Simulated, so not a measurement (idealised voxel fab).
The process module that follows is named voxel self aligned contacts.
This is section cut - it's 220 nm across, gridded in 5 nm square cells.
Cross-section format: a grid of square cells, given as bands from top to bottom; each band is one or more rows of cells. Quick guide to a band line: top height, bottom height (nm) up front; then every material left to right with its width in nm. Only one material and it's marked "throughout"? Then it fills the band edge to edge. And "air" just means empty space. Height is counted from the level 0, under which the received wafer is composed throughout of one material. The lowest of the bands is not closed at the bottom but continues downward, in the notation "0 nm and below". Width spec "30->40" -> top row of cells at first value, bottom row at second value, equal per-row change in between. A step reported as "remained the same" is a step in which no cell of the cross-section changed. The label "Trapped voids" introduces a list of the empty spaces, 8 cells or larger, that have no open way up to the top; each entry in it reads width x height at distance, where the distance is taken from the left edge and all three are stated in nm. Whatever follows a step's settings on its line is a remark the simulator itself makes about that step. "overlay nm", when on a step's line for a step with a mask, measures how far to the right of its planned place the mask lay; a negative measure means to the left.
# Planned step list for the process
1. RECEIVE [material Si]
2. OXIDIZE [depth nm 5]
3. DIRECTIONAL_DEP [material polySi] [thk nm 30]
4. DIRECTIONAL_DEP [material SiN] [thk nm 20]
5. PATTERN [tone cover] [mask id GATE] [material resist] [width nm 35] [pitch nm 65] [thk nm 15] [overlay nm 0]
6. DIRECTIONAL_ETCH [etch materials SiN] [depth nm 20]
7. DIRECTIONAL_ETCH [etch materials polySi] [depth nm 30]
8. STRIP [etch materials resist]
9. CONFORMAL_DEP [material SiN] [thk nm 5]
10. DIRECTIONAL_ETCH [etch materials SiN] [depth nm 5]
11. FILL_DEP [material SiO2] [thk nm 15]
12. CMP [height nm 55]
13. PATTERN [tone open] [mask id CONTACT] [material resist] [width nm 50] [pitch nm 65] [thk nm 15] [overlay nm 0]
14. DIRECTIONAL_ETCH [etch materials SiO2] [depth nm 60]
15. STRIP [etch materials resist]
16. CONFORMAL_DEP [material TiN] [thk nm 5]
17. FILL_DEP [material Ru] [thk nm 10]
18. CMP [height nm 55]
19. CONFORMAL_DEP [material SiN] [thk nm 5]
# As-received wafer cross-section (after step 1)
* 0 nm and below = Si throughout
* Trapped voids: none
# Run as planned - first of the two wafers cross-sectioned at the end of the module
* 60 nm to 55 nm = SiN throughout
* 55 nm to 50 nm = 50 nm SiO2  20 nm TiN  10 nm Ru  20 nm TiN  15 nm SiO2  20 nm TiN  10 nm Ru  20 nm TiN  55 nm SiO2
* 50 nm to 30 nm = 20 nm SiO2  45 nm SiN  5 nm TiN  10 nm Ru  5 nm TiN  45 nm SiN  5 nm TiN  10 nm Ru  5 nm TiN  45 nm SiN  25 nm SiO2
* 30 nm to 0 nm = 20 nm SiO2  5 nm SiN  35 nm polySi  5 nm SiN  5 nm TiN  10 nm Ru  5 nm TiN  5 nm SiN  35 nm polySi  5 nm SiN  5 nm TiN  10 nm Ru  5 nm TiN  5 nm SiN  35 nm polySi  5 nm SiN  25 nm SiO2
* 0 nm to -5 nm = 65 nm SiO2  20 nm TiN  45 nm SiO2  20 nm TiN  70 nm SiO2
* -5 nm and below = Si throughout
* Trapped voids: none
# Presented here is a cross-section of the second of the two wafers as it stood at the end of the module. It was started in the same manner and assigned the same plan as the first wafer; however, one mistake was made in its execution
* 60 nm to 55 nm = SiN throughout
* 55 nm to 50 nm = 50 nm SiO2  20 nm TiN  10 nm Ru  20 nm TiN  15 nm SiO2  20 nm TiN  10 nm Ru  20 nm TiN  55 nm SiO2
* 50 nm to 30 nm = 20 nm SiO2  45 nm SiN  5 nm TiN  10 nm Ru  5 nm TiN  45 nm SiN  5 nm TiN  10 nm Ru  5 nm TiN  45 nm SiN  25 nm SiO2
* 30 nm to 0 nm = 20 nm SiO2  5 nm SiN  35 nm polySi  5 nm SiN  5 nm TiN  10 nm Ru  5 nm TiN  5 nm SiN  35 nm polySi  5 nm SiN  5 nm TiN  10 nm Ru  5 nm TiN  5 nm SiN  35 nm polySi  5 nm SiN  25 nm SiO2
* 0 nm to -5 nm = 65 nm SiO2  20 nm TiN  45 nm SiO2  20 nm TiN  70 nm SiO2
* -5 nm to -10 nm = SiO2 throughout
* -10 nm and below = Si throughout
* Trapped voids: none
Which mistake was made when the wafer was run? the process deviated at step 2: the operation and settings actually run there were OXIDIZE [depth nm 10]
The second wafer ends with more or fewer cells of some materials than the first, per final count: Si: 44 fewer; SiO2: 44 more
